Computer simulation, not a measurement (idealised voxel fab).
Title: Process Module voxel capacitor over wiring
It is cross-section cut that appears here, measuring 260 nm in width, its square cells being 5 nm in size.
Notation: cross-section as square-cell grid; stated in bands, top first, going down; one or more cell rows per band.
Read a band's entry like this: the first values are the height of its top and the height of its bottom in nm, and what follows is the sequence of materials from left to right, each with its width in nm. Note that "empty" is empty space, and that a single material marked "everywhere" reaches across the band from edge to edge.
Heads up on the height convention: 0 is the point under which the incoming wafer is all one material, and the lowest band has no bottom, it just keeps going down, like "0 -> down".
You'd read "30 to 40" like this: the band's top row of cells is as wide as the first number, its bottom row is as wide as the second, and going down, every row changes width by the same amount as the row before did.
Key: "remained unchanged" - step with no changed cell in the cross-section.
So "Completely sealed voids" is basically the list of trapped voids: any empty space of 8 cells or more that can't reach the top through an opening. They're written width x height at distance, the distance being from the left edge, and it's all nm.
Text after the settings on a step's line: the simulator's own remark on that step.
overlay nm: on a step with a mask, how far right of its planned place the mask lay; negative means left.
-- Here's what the planned process steps look like
1,RECEIVE (material Si)
2,CONFORMAL_DEP (material SiO2; thk nm 10)
3,CONFORMAL_DEP (material SiN; thk nm 5)
4,DIRECTIONAL_DEP (material SiO2; thk nm 20)
5,MASKED_ETCH (tone open; mask id METAL_1; width nm 25; pitch nm 75; etch materials SiO2; depth nm 20; overlay nm 0)
6,MASKED_ETCH (tone open; mask id METAL_1; width nm 25; pitch nm 75; etch materials SiN; depth nm 5; overlay nm 0)
7,CONFORMAL_DEP (material TiN; thk nm 5)
8,FILL_DEP (material Cu; thk nm 5)
9,CMP (height nm 35)
10,CONFORMAL_DEP (material SiCN; thk nm 5)
11,DIRECTIONAL_DEP (material SiO2; thk nm 20)
12,DIRECTIONAL_DEP (material aC; thk nm 10)
13,PATTERN (tone open; mask id PLUG_1; material resist; width nm 15; thk nm 25; overlay nm 0)
14,DIRECTIONAL_ETCH (etch materials aC; depth nm 10)
15,STRIP (etch materials resist)
16,DIRECTIONAL_ETCH (etch materials SiO2; depth nm 20)
17,DIRECTIONAL_ETCH (etch materials SiCN; depth nm 5)
18,STRIP (etch materials aC)
19,EPI (material Ru; thk nm 10)
20,EPI (material Ru; thk nm 10)
21,EPI (material Ru; thk nm 5)
22,DIRECTIONAL_DEP (material TiN; thk nm 5)
23,DIRECTIONAL_DEP (material HfO2; thk nm 5)
24,DIRECTIONAL_DEP (material TiN; thk nm 5)
25,PATTERN (tone cover; mask id UPPER_PLATE; material resist; width nm 55; thk nm 20; overlay nm 0)
26,DIRECTIONAL_ETCH (etch materials TiN; depth nm 5)
27,DIRECTIONAL_ETCH (etch materials HfO2; depth nm 5)
28,STRIP (etch materials resist)
29,PATTERN (tone cover; mask id LOWER_PLATE; material resist; width nm 65; thk nm 20; overlay nm 0)
30,DIRECTIONAL_ETCH (etch materials TiN; depth nm 5)
31,STRIP (etch materials resist)
32,FILL_DEP (material SiO2; thk nm 20)
33,CMP (height nm 90)
34,DIRECTIONAL_DEP (material aC; thk nm 15)
35,PATTERN (tone open; mask id PLUG_2; material resist; width nm 15; thk nm 35; overlay nm 0)
36,DIRECTIONAL_ETCH (etch materials aC; depth nm 15)
37,STRIP (etch materials resist)
38,DIRECTIONAL_ETCH (etch materials SiO2; depth nm 15)
39,STRIP (etch materials aC)
40,CONFORMAL_DEP (material TiN; thk nm 5)
41,FILL_DEP (material Ru; thk nm 5)
42,CMP (height nm 90)
43,CONFORMAL_DEP (material SiCN; thk nm 5)
-- As received (post step 1): cross-section
* 0 -> down: Si everywhere
* Completely sealed voids: none
-- Cross-sectional view of the first of the two wafers upon completion of the module, processed in accordance with the plan
* 95 -> 90: SiCN everywhere
* 90 -> 80: SiO2 (100) | TiN (5) | Ru (5) | TiN (5) | SiO2 (145)
* 80 -> 70: SiO2 (100 to 90) | TiN (15 to 55) | SiO2 (145 to 115)
* 70 -> 65: SiO2 (90) | HfO2 (55) | SiO2 (115)
* 65 -> 60: SiO2 (85) | TiN (65) | SiO2 (110)
* 60 -> 40: SiO2 (90) | Ru (15) | SiO2 (155)
* 40 -> 35: SiCN (90) | Ru (15) | SiCN (155)
* 35 -> 15: SiO2 (80) | TiN (5) | Cu (15) | TiN (5) | SiO2 (50) | TiN (5) | Cu (15) | TiN (5) | SiO2 (80)
* 15 -> 10: SiN (80) | TiN (25) | SiN (50) | TiN (25) | SiN (80)
* 10 -> 0: SiO2 everywhere
* 0 -> down: Si everywhere
* Completely sealed voids: none
-- Cross-section at end of module for the second wafer of two, which matched the first in starting point and plan and differed by one mistake in its processing
* 95 -> 90: SiCN everywhere
* 90 -> 80: SiO2 (100) | TiN (5) | Ru (5) | TiN (5) | SiO2 (145)
* 80 -> 70: SiO2 (100 to 105) | TiN (15 to 40) | SiO2 (145 to 115)
* 70 -> 65: SiO2 (90) | TiN (15) | HfO2 (40) | SiO2 (115)
* 65 -> 60: SiO2 (85) | TiN (5) | HfO2 (15) | TiN (45) | SiO2 (110)
* 60 -> 55: SiCN (90) | TiN (15) | SiCN (155)
* 55 -> 35: SiO2 everywhere
* 35 -> 15: SiO2 (80) | TiN (5) | Cu (15) | TiN (5) | SiO2 (50) | TiN (5) | Cu (15) | TiN (5) | SiO2 (80)
* 15 -> 10: SiN (80) | TiN (25) | SiN (50) | TiN (25) | SiN (80)
* 10 -> 0: SiO2 everywhere
* 0 -> down: Si everywhere
* Completely sealed voids: none
Nonconformance to the process plan: steps 10 and 11 traded places in the executed sequence
Cell-count delta at end, second wafer over first, by material: 15 fewer of Ru, 15 more of SiO2
